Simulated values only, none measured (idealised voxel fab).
process module | voxel released beams
cross-section cut | 180 nm wide | cells 5 nm
A cross-section is a grid of square cells, given in bands from the top down. A band is one or more rows of cells.
Each band's line starts with the height of the band's top and of its bottom, in nm. Then come its materials from left to right, each with its width in nm. One material with "throughout" fills the band from edge to edge. "air" is empty space.
Height 0 is the level under which the wafer as received is all one material. The lowest band goes on downwards, as in "0 down".
A width such as "30 to 40" changes by the same amount from each row of cells to the next, from the band's top row to its bottom row.
"no change" after a step means that no cell of the cross-section changed.
closed voids: empty space of 8 cells or more with no open way to the top, each as width x height at its distance from the left edge, in nm
after a step's settings: what the simulator itself notes on the step
overlay nm, on a step with a mask: how far to the right of its planned place the mask lay; to the left if negative
plan
1 op RECEIVE | material Si
2 op CONFORMAL_DEP | material SiN | thk nm 10
3 op DIRECTIONAL_DEP | material SiO2 | thk nm 20
4 op PATTERN | tone open | mask id ANCHOR | material resist | width nm 35 | thk nm 15 | overlay nm 0
5 op DIRECTIONAL_ETCH | etch materials SiO2 | depth nm 20
6 op STRIP | etch materials resist
7 op CONFORMAL_DEP | material TiN | thk nm 15
8 op DIRECTIONAL_DEP | material aC | thk nm 15
9 op PATTERN | tone cover | mask id BEAM | material resist | width nm 100 | thk nm 30 | overlay nm 0
10 op DIRECTIONAL_ETCH | etch materials aC | depth nm 15
11 op STRIP | etch materials resist
12 op DIRECTIONAL_ETCH | etch materials TiN | depth nm 15
13 op STRIP | etch materials aC
14 op STRIP | etch materials SiO2
as received, after step 1
  0 down: Si throughout
  closed voids: none
first wafer at the end, as planned
  45 to 30: air 35 | TiN 20 | air 5 | TiN 75 | air 45
  30 to 25: air 40 | TiN 15 | air 5 | TiN 15 | air 105
  25 to 10: air 40 | TiN 35 | air 105
  10 to 0: SiN throughout
  0 down: Si throughout
  closed voids: none
second wafer at the end: like start, like plan, one mistake
  45 to 30: air 35 | TiN 20 | air 5 | TiN 80 | air 40
  30 to 25: air 40 | TiN 15 | air 5 | TiN 15 | air 105
  25 to 10: air 40 | TiN 35 | air 105
  10 to 0: SiN throughout
  0 down: Si throughout
  closed voids: none
what went wrong: step 9 ran as: op PATTERN | tone cover | mask id BEAM | material resist | width nm 105 | thk nm 30 | overlay nm 0
at the end the second wafer has, in cells: 3 more of TiN
